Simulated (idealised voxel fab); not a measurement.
This section sets out a process module, namely voxel wiring stack.
It is cross-section cut that appears here, measuring 300 nm in width, its square cells being 5 nm in size.
We lay out every cross-section as a grid of square cells and spell it out in bands from the top down, where one band means one or more rows of cells. Heights first: top, then bottom, in nm. Then materials, left to right, each with a width in nm. "throughout" on a single material: fills the band edge to edge. "blank": empty space. Below 0: as-received wafer, all one material; heights counted from there. Lowest band: no bottom, goes on down, written "top 0, no bottom". A width given as "30->40" starts at the first number in the band's top row and ends at the second number in its bottom row, shifting by an equal amount at every step from row to row. No cell of the cross-section changed in a step that is given as "nothing got changed". "Closed void roster" means: voids of 8 cells or more that are shut off from the top with no open way through. Written width x height at distance, distance from the left edge, in nm. Read whatever lies past the settings on a step's line as the simulator's own remark about the step. For masked steps, "overlay nm" on the step line gives how far right of plan the mask actually lay; a minus sign means it lay to the left.

## Process steps - plan
1) RECEIVE (material Si)
2) CONFORMAL_DEP (material SiO2; thk nm 10)
3) DIRECTIONAL_DEP (material TiN; thk nm 5)
4) DIRECTIONAL_DEP (material W; thk nm 20)
5) PATTERN (tone cover; mask id METAL_1; material resist; width nm 30; pitch nm 60; thk nm 20; overlay nm 0)
6) DIRECTIONAL_ETCH (etch materials W; depth nm 20)
7) DIRECTIONAL_ETCH (etch materials TiN; depth nm 5)
8) STRIP (etch materials resist)
9) CONFORMAL_DEP (material SiN; thk nm 5)
10) FILL_DEP (material SiO2; thk nm 5)
11) CMP (height nm 35)
12) CONFORMAL_DEP (material SiCN; thk nm 5)
13) DIRECTIONAL_DEP (material SiO2; thk nm 30)
14) MASKED_ETCH (tone open; mask id METAL_2_HOLES; width nm 15; pitch nm 60; etch materials SiO2; depth nm 30; overlay nm 0)
15) PATTERN (tone open; mask id METAL_2; material resist; width nm 30; pitch nm 60; thk nm 15; overlay nm 0)
16) DIRECTIONAL_ETCH (etch materials SiO2; depth nm 15)
17) DIRECTIONAL_ETCH (etch materials SiCN; depth nm 5)
18) STRIP (etch materials resist)
19) CONFORMAL_DEP (material TiN; thk nm 5)
20) FILL_DEP (material Cu; thk nm 10)
21) CMP (height nm 70)
22) CONFORMAL_DEP (material SiCN; thk nm 5)

## Received-state cross-section, reflecting completion of step 1
- top 0, no bottom: Si throughout
- Closed void roster: none

## As-planned run: cross-section of the first of two wafers at end of module
- top 75, bottom 70: SiCN throughout
- top 70, bottom 60: SiO2 75  TiN 5  Cu 20  TiN 5  SiO2 30  TiN 5  Cu 20  TiN 5  SiO2 30  TiN 5  Cu 20  TiN 5  SiO2 75
- top 60, bottom 55: SiO2 75  TiN 5  Cu 5  TiN 20  SiO2 30  TiN 5  Cu 5  TiN 20  SiO2 30  TiN 5  Cu 5  TiN 20  SiO2 75
- top 55, bottom 40: SiO2 75  TiN 5  Cu 5  TiN 5  SiO2 45  TiN 5  Cu 5  TiN 5  SiO2 45  TiN 5  Cu 5  TiN 5  SiO2 90
- top 40, bottom 35: SiCN 75  TiN 15  SiCN 45  TiN 15  SiCN 45  TiN 15  SiCN 90
- top 35, bottom 15: SiO2 70  SiN 5  W 30  SiN 5  SiO2 20  SiN 5  W 30  SiN 5  SiO2 20  SiN 5  W 30  SiN 5  SiO2 70
- top 15, bottom 10: SiN 75  TiN 30  SiN 30  TiN 30  SiN 30  TiN 30  SiN 75
- top 10, bottom 0: SiO2 throughout
- top 0, no bottom: Si throughout
- Closed void roster: none

## Here is the second of the two wafers cut open at the end of the module - same start, same plan as the first one, but we made one mistake running it
- top 75, bottom 70: SiCN throughout
- top 70, bottom 60: SiO2 75  TiN 5  Cu 5  TiN 5  SiO2 45  TiN 5  Cu 5  TiN 5  SiO2 45  TiN 5  Cu 5  TiN 5  SiO2 90
- top 60, bottom 55: SiO2 75  TiN 15  SiO2 45  TiN 15  SiO2 45  TiN 15  SiO2 90
- top 55, bottom 40: SiO2 throughout
- top 40, bottom 35: SiCN throughout
- top 35, bottom 15: SiO2 70  SiN 5  W 30  SiN 5  SiO2 20  SiN 5  W 30  SiN 5  SiO2 20  SiN 5  W 30  SiN 5  SiO2 70
- top 15, bottom 10: SiN 75  TiN 30  SiN 30  TiN 30  SiN 30  TiN 30  SiN 75
- top 10, bottom 0: SiO2 throughout
- top 0, no bottom: Si throughout
- Closed void roster: none
Misprocessing identified: heads up, step 13 of the plan got done twice
Cell-count delta at end, second wafer over first, by material: Cu -30, SiCN +9, SiO2 +54, TiN -33
